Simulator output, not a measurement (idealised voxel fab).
Module name: voxel self aligned contacts (process module)
Shown is cross-section cut, with a width of 235 nm and square cells of size 5 nm.
Cross-sections here: square-cell grids, written as top-down lists of bands, a band being one or more rows of cells. Band: top and bottom heights (nm) first, top before bottom; then materials from left to right, widths in nm. "everywhere" marks a sole material filling the band edge to edge. "blank" denotes empty space. All heights in this document are referenced to 0, defined as the level beneath which the wafer, as received, consists entirely of one material. The lowest band is not bounded below; it extends indefinitely downward and is written in the form "z 0 and below". Width spec "30->40" -> top row of cells at first value, bottom row at second value, equal per-row change in between. A step reported as "all unchanged" is a step in which no cell of the cross-section changed. Empty spaces without an open route to the top, at least 8 cells in extent, make up the entry "Entrapped void list"; each is given as width x height at distance, where the distance is measured from the left edge, and all are in nm. Step line, after settings: the simulator's comment on this step. When a step includes a mask, the "overlay nm" setting on its line states how far to the right of its planned place that mask lay, and negative values state how far to the left.
# Steps planned for the process
1: op RECEIVE | material Si
2: op CONFORMAL_DEP | material SiO2 | thk nm 5
3: op DIRECTIONAL_DEP | material polySi | thk nm 20
4: op DIRECTIONAL_DEP | material SiN | thk nm 25
5: op MASKED_ETCH | tone cover | mask id GATE | width nm 25 | pitch nm 65 | etch materials SiN | depth nm 25 | overlay nm -15
6: op MASKED_ETCH | tone cover | mask id GATE | width nm 25 | pitch nm 65 | etch materials polySi | depth nm 20 | overlay nm 0
7: op CONFORMAL_DEP | material SiN | thk nm 10
8: op DIRECTIONAL_ETCH | etch materials SiN | depth nm 10
9: op FILL_DEP | material SiO2 | thk nm 15
10: op CMP | height nm 60
11: op PATTERN | tone open | mask id CONTACT | material resist | width nm 50 | pitch nm 65 | thk nm 20 | overlay nm 0
12: op DIRECTIONAL_ETCH | etch materials SiO2 | depth nm 60
13: op STRIP | etch materials resist
14: op CONFORMAL_DEP | material TiN | thk nm 5
15: op FILL_DEP | material Ru | thk nm 10
16: op CMP | height nm 60
17: op CONFORMAL_DEP | material SiCN | thk nm 5
Same starting wafers, different overlay nm at step 5. Plan value belongs to the first wafer.
# As-received cross-section, first of several wafers, post step 1
- z 0 and below = Si everywhere
- Entrapped void list: none
# each wafer at the end: cells of each material gained (+) or lost (-) since it was received, then its closed voids
overlay nm -15; +36 Ru; +47 SiCN; +183 SiN; +195 SiO2; +54 TiN; +96 polySi; Entrapped void list: none
overlay nm -10; +36 Ru; +47 SiCN; +183 SiN; +197 SiO2; +64 TiN; +84 polySi; Entrapped void list: none
overlay nm -5; +46 Ru; +47 SiCN; +183 SiN; +199 SiO2; +64 TiN; +72 polySi; Entrapped void list: none
overlay nm 0; +56 Ru; +47 SiCN; +183 SiN; +201 SiO2; +64 TiN; +60 polySi; Entrapped void list: none
overlay nm 5; +46 Ru; +47 SiCN; +183 SiN; +199 SiO2; +64 TiN; +72 polySi; Entrapped void list: none
overlay nm 10; +36 Ru; +47 SiCN; +183 SiN; +197 SiO2; +64 TiN; +84 polySi; Entrapped void list: none
overlay nm 15; +36 Ru; +47 SiCN; +183 SiN; +195 SiO2; +54 TiN; +96 polySi; Entrapped void list: none
